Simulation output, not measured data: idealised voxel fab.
process module | voxel transistor to metal
cross-section cut | 170 nm wide | cells 5 nm
A cross-section is a grid of square cells, given in bands from the top down. A band is one or more rows of cells.
Each band's line starts with the height of the band's top and of its bottom, in nm. Then come its materials from left to right, each with its width in nm. One material with "throughout" fills the band from edge to edge. "air" is empty space.
Height 0 is the level under which the wafer as received is all one material. The lowest band goes on downwards, as in "0 down".
A width such as "30 to 40" changes by the same amount from each row of cells to the next, from the band's top row to its bottom row.
"no change" after a step means that no cell of the cross-section changed.
closed voids: empty space of 8 cells or more with no open way to the top, each as width x height at its distance from the left edge, in nm
after a step's settings: what the simulator itself notes on the step
overlay nm, on a step with a mask: how far to the right of its planned place the mask lay; to the left if negative
plan
1 op RECEIVE | material Si
2 op OXIDIZE | depth nm 5
3 op CONFORMAL_DEP | material SiN | thk nm 10
4 op MASKED_ETCH | tone cover | mask id ACTIVE | width nm 110 | etch materials SiN | depth nm 10 | overlay nm 0
5 op MASKED_ETCH | tone cover | mask id ACTIVE | width nm 110 | etch materials SiO2 | depth nm 5 | overlay nm 0
6 op MASKED_ETCH | tone cover | mask id ACTIVE | width nm 110 | etch materials Si | depth nm 20 | overlay nm 0
7 op OXIDIZE | depth nm 5
8 op FILL_DEP | material SiO2 | thk nm 15
9 op CMP | height nm 10
10 op SELECTIVE_ETCH | etch materials SiO2 | depth nm 10
11 op STRIP | etch materials SiN
12 op SELECTIVE_ETCH | etch materials SiO2 | depth nm 5
13 op OXIDIZE | depth nm 5
14 op DIRECTIONAL_DEP | material polySi | thk nm 20
15 op DIRECTIONAL_DEP | material SiCN | thk nm 10
16 op DIRECTIONAL_DEP | material aC | thk nm 15
17 op PATTERN | tone cover | mask id GATE | material resist | width nm 30 | thk nm 35 | overlay nm 0
18 op DIRECTIONAL_ETCH | etch materials aC | depth nm 15
19 op STRIP | etch materials resist
20 op DIRECTIONAL_ETCH | etch materials SiCN | depth nm 20
21 op DIRECTIONAL_ETCH | etch materials polySi | depth nm 30
22 op STRIP | etch materials aC
23 op CONFORMAL_DEP | material SiO2 | thk nm 5
24 op DIRECTIONAL_ETCH | etch materials SiO2 | depth nm 5
25 op CONFORMAL_DEP | material SiN | thk nm 5
26 op DIRECTIONAL_ETCH | etch materials SiN | depth nm 5
27 op DIRECTIONAL_ETCH | etch materials SiO2 | depth nm 5
28 op DIRECTIONAL_ETCH | etch materials Si | depth nm 10
29 op EPI | material SiGe | thk nm 15
30 op FILL_DEP | material SiO2 | thk nm 10
31 op CMP | height nm 15
32 op STRIP | etch materials polySi
33 op SELECTIVE_ETCH | etch materials SiO2 | depth nm 5
34 op CONFORMAL_DEP | material HfO2 | thk nm 5
35 op CONFORMAL_DEP | material TiN | thk nm 5
36 op FILL_DEP | material W | thk nm 5
37 op CMP | height nm 10
38 op DIRECTIONAL_DEP | material SiO2 | thk nm 10
39 op MASKED_ETCH | tone open | mask id CONTACT | width nm 20 | pitch nm 80 | etch materials SiO2 | depth nm 25 | overlay nm 0
40 op CONFORMAL_DEP | material TiN | thk nm 5
41 op FILL_DEP | material W | thk nm 10
42 op CMP | height nm 20
43 op DIRECTIONAL_DEP | material TiN | thk nm 5
44 op DIRECTIONAL_DEP | material W | thk nm 20
45 op PATTERN | tone cover | mask id METAL_1 | material resist | width nm 20 | pitch nm 80 | thk nm 20 | overlay nm 0
46 op DIRECTIONAL_ETCH | etch materials W | depth nm 20
47 op DIRECTIONAL_ETCH | etch materials TiN | depth nm 5
48 op STRIP | etch materials resist
49 op CONFORMAL_DEP | material SiN | thk nm 5
50 op FILL_DEP | material lowk | thk nm 10
51 op CMP | height nm 45
52 op CONFORMAL_DEP | material SiN | thk nm 5
as received, after step 1
  0 down: Si throughout
  closed voids: none
a wafer at the end: this start, this plan, one mistake
  50 to 45: SiN throughout
  45 to 25: lowk 30 | SiN 5 | W 20 | SiN 5 | lowk 50 | SiN 5 | W 20 | SiN 5 | lowk 30
  25 to 20: SiN 35 | TiN 20 | SiN 60 | TiN 20 | SiN 35
  20 to 15: SiO2 35 | TiN 5 | W 10 | TiN 5 | SiO2 60 | TiN 5 | W 10 | TiN 5 | SiO2 35
  15 to 10: SiO2 35 | TiN 20 | SiO2 60 | TiN 20 | SiO2 35
  10 to 0: SiO2 15 | SiGe 45 | SiN 5 | HfO2 5 | TiN 5 | W 20 | TiN 5 | HfO2 5 | SiN 5 | SiGe 45 | SiO2 15
  0 to -5: SiO2 15 | SiGe 45 | SiN 5 | HfO2 5 | TiN 30 | HfO2 5 | SiN 5 | SiGe 45 | SiO2 15
  -5 to -10: SiO2 15 | SiGe 45 | SiO2 5 | HfO2 40 | SiO2 5 | SiGe 45 | SiO2 15
  -10 to -20: SiO2 35 | SiGe 25 | Si 50 | SiGe 25 | SiO2 35
  -20 to -30: SiO2 35 | Si 100 | SiO2 35
  -30 down: Si throughout
  closed voids: none
what went wrong: step 29 was run twice
